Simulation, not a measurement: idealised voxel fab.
Process module name: voxel quadruple lines
In the cross-section labelled cut, the width is 290 nm and each square cell is 5 nm.
In this document a cross-section is written as a grid of square cells. It is given as a series of bands, listed from the top down, and a band is one or more rows of cells.
This entry defines a band. It first specifies the height of the band's top and the height of its bottom in nm, and then specifies the band's materials from left to right, stating each material with its width in nm. The word "throughout" identifies a single material that fills the band from edge to edge, while the word "air" identifies empty space.
All heights in this document are referenced to 0, defined as the level beneath which the wafer, as received, consists entirely of one material. The lowest band is not bounded below; it extends indefinitely downward and is written in the form "0 and below".
A two-number width, for instance "30..40", indicates that the width is equal to the first number in the top row of the band and to the second number in the bottom row, and that it changes by a constant amount per row of cells.
Take "all unchanged" at face value: in the step it is given for, the cross-section changed in none of its cells.
If an empty space has no open way to the top and is at least 8 cells in size, "Closed void table" lists it, written width x height at distance, where distance is measured from the left edge and every value is in nm.
Anything after a step's settings on that line? It's the simulator's own note about the step.
overlay nm, on a step with a mask: how far to the right of its planned place the mask lay; to the left if negative
## The process steps that were planned are listed below
1: RECEIVE: material Si
2: CONFORMAL_DEP: material SiO2, thk nm 10
3: DIRECTIONAL_DEP: material Ru, thk nm 10
4: DIRECTIONAL_DEP: material polySi, thk nm 15
5: DIRECTIONAL_DEP: material aC, thk nm 20
6: PATTERN: tone cover, mask id MANDREL, material resist, width nm 20, thk nm 25, overlay nm 0
7: DIRECTIONAL_ETCH: etch materials aC, depth nm 20
8: STRIP: etch materials resist
9: CONFORMAL_DEP: material SiO2, thk nm 10
10: DIRECTIONAL_ETCH: etch materials SiO2, depth nm 10
11: STRIP: etch materials aC
12: DIRECTIONAL_ETCH: etch materials polySi, depth nm 15
13: STRIP: etch materials SiO2
14: CONFORMAL_DEP: material SiCN, thk nm 5
15: DIRECTIONAL_ETCH: etch materials SiCN, depth nm 5
16: STRIP: etch materials polySi
17: DIRECTIONAL_ETCH: etch materials Ru, depth nm 10
18: STRIP: etch materials SiCN
19: FILL_DEP: material SiO2, thk nm 10
20: CMP: height nm 20
## Cross-section of the incoming wafer, state after step 1
- 0 and below | Si throughout
- Closed void table: none
## First wafer of two, sectioned at end of module; run went per plan
- 20 down to 10 | 120 of SiO2, 5 of Ru, 10 of SiO2, 5 of Ru, 10 of SiO2, 5 of Ru, 10 of SiO2, 5 of Ru, 120 of SiO2
- 10 down to 0 | SiO2 throughout
- 0 and below | Si throughout
- Closed void table: none
## Second wafer through the module, sectioned at the end: same beginning and same plan as the first wafer, with one mistake in carrying it out
- 20 down to 10 | 130 of SiO2, 5 of Ru, 20 of SiO2, 5 of Ru, 130 of SiO2
- 10 down to 0 | SiO2 throughout
- 0 and below | Si throughout
- Closed void table: none
In executing the process, a mistake was made relative to the plan: the process deviated at step 6: the operation and settings actually run there were PATTERN: tone open, mask id MANDREL, material resist, width nm 20, thk nm 25, overlay nm 0
At the finish, the second wafer shows more or fewer cells for some materials than the first does: 4 fewer of Ru | 4 more of SiO2
